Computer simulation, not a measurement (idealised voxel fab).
process module | voxel ribs on slabs
The cross-section shown here is cut; it is 230 nm wide and divided into square cells measuring 5 nm on a side.
In this document a cross-section is written as a grid of square cells. It is given as a series of bands, listed from the top down, and a band is one or more rows of cells.
A band entry consists of two parts. The first gives the height of the band's top and the height of its bottom, in nm. The rest lists the band's materials from left to right, each with its width in nm. A single material labelled with the word "all across" fills the band from edge to edge, and the word "air" marks empty space.
Height reference: 0 = level under which incoming wafer is all one material. Lowest band: no bottom, runs on downward, e.g. "z 0 and below".
It should be noted that a width expressed as "30->40" varies in equal increments from row to row of cells within the band, taking the value of the first number at the top row and that of the second number at the bottom row.
"no alteration" after a step means that no cell of the cross-section changed.
Entry "Enclosed cavity list" = empty spaces >= 8 cells with no open way to the top; each as width x height at distance, distance from left edge, all nm.
It should be noted that, on the line of a given step, the content following the step's settings is a remark produced by the simulator itself with respect to that step.
If you see "overlay nm" on a step's line and that step has a mask, it's telling you how far right of where it was planned the mask ended up; a negative number means it went left instead.

Here's what the planned process steps look like
1 op RECEIVE | material Si
2 op DIRECTIONAL_DEP | material SiO2 | thk nm 25
3 op DIRECTIONAL_DEP | material SiN | thk nm 20
4 op MASKED_ETCH | tone cover | mask id RIB | width nm 20 | etch materials SiN | depth nm 10 | overlay nm 0
5 op PATTERN | tone cover | mask id SLAB | material resist | width nm 80 | thk nm 15 | overlay nm 0
6 op DIRECTIONAL_ETCH | etch materials SiN | depth nm 10
7 op STRIP | etch materials resist
8 op FILL_DEP | material SiO2 | thk nm 30
9 op CMP | height nm 65
10 op DIRECTIONAL_DEP | material TiN | thk nm 5
11 op PATTERN | tone cover | mask id HEATER | material resist | width nm 20 | thk nm 20 | overlay nm 0
12 op DIRECTIONAL_ETCH | etch materials TiN | depth nm 5
13 op STRIP | etch materials resist
14 op CONFORMAL_DEP | material SiO2 | thk nm 10
For this document, wafers share an identical start and vary in the step 11 width nm; the plan quotes the first wafer's value.

Cut through the first of several wafers as received, post step 1
	z 0 and below = Si all across
	Enclosed cavity list: none

First of several wafers: cross-section at the end of the module, after step 14, its last step
	z 80 to 75 = air 95 nm  SiO2 40 nm  air 95 nm
	z 75 to 70 = SiO2 all across
	z 70 to 65 = SiO2 105 nm  TiN 20 nm  SiO2 105 nm
	z 65 to 45 = SiO2 all across
	z 45 to 35 = SiO2 105 nm  SiN 20 nm  SiO2 105 nm
	z 35 to 25 = SiO2 75 nm  SiN 80 nm  SiO2 75 nm
	z 25 to 0 = SiO2 all across
	z 0 and below = Si all across
	Enclosed cavity list: none

Final wafer of several, shown in cross-section at the end of the module
	z 80 to 75 = air 85 nm  SiO2 65 nm  air 80 nm
	z 75 to 70 = SiO2 all across
	z 70 to 65 = SiO2 95 nm  TiN 45 nm  SiO2 90 nm
	z 65 to 45 = SiO2 all across
	z 45 to 35 = SiO2 105 nm  SiN 20 nm  SiO2 105 nm
	z 35 to 25 = SiO2 75 nm  SiN 80 nm  SiO2 75 nm
	z 25 to 0 = SiO2 all across
	z 0 and below = Si all across
	Enclosed cavity list: none

Gained (+) or lost (-) cells of each material since receipt, then closed voids: one row per wafer, at the end of the module
width nm 20 | +40 SiN | +654 SiO2 | +4 TiN | Enclosed cavity list: none
width nm 25 | +40 SiN | +654 SiO2 | +5 TiN | Enclosed cavity list: none
width nm 30 | +40 SiN | +654 SiO2 | +6 TiN | Enclosed cavity list: none
width nm 35 | +40 SiN | +654 SiO2 | +7 TiN | Enclosed cavity list: none
width nm 40 | +40 SiN | +654 SiO2 | +8 TiN | Enclosed cavity list: none
width nm 45 | +40 SiN | +654 SiO2 | +9 TiN | Enclosed cavity list: none
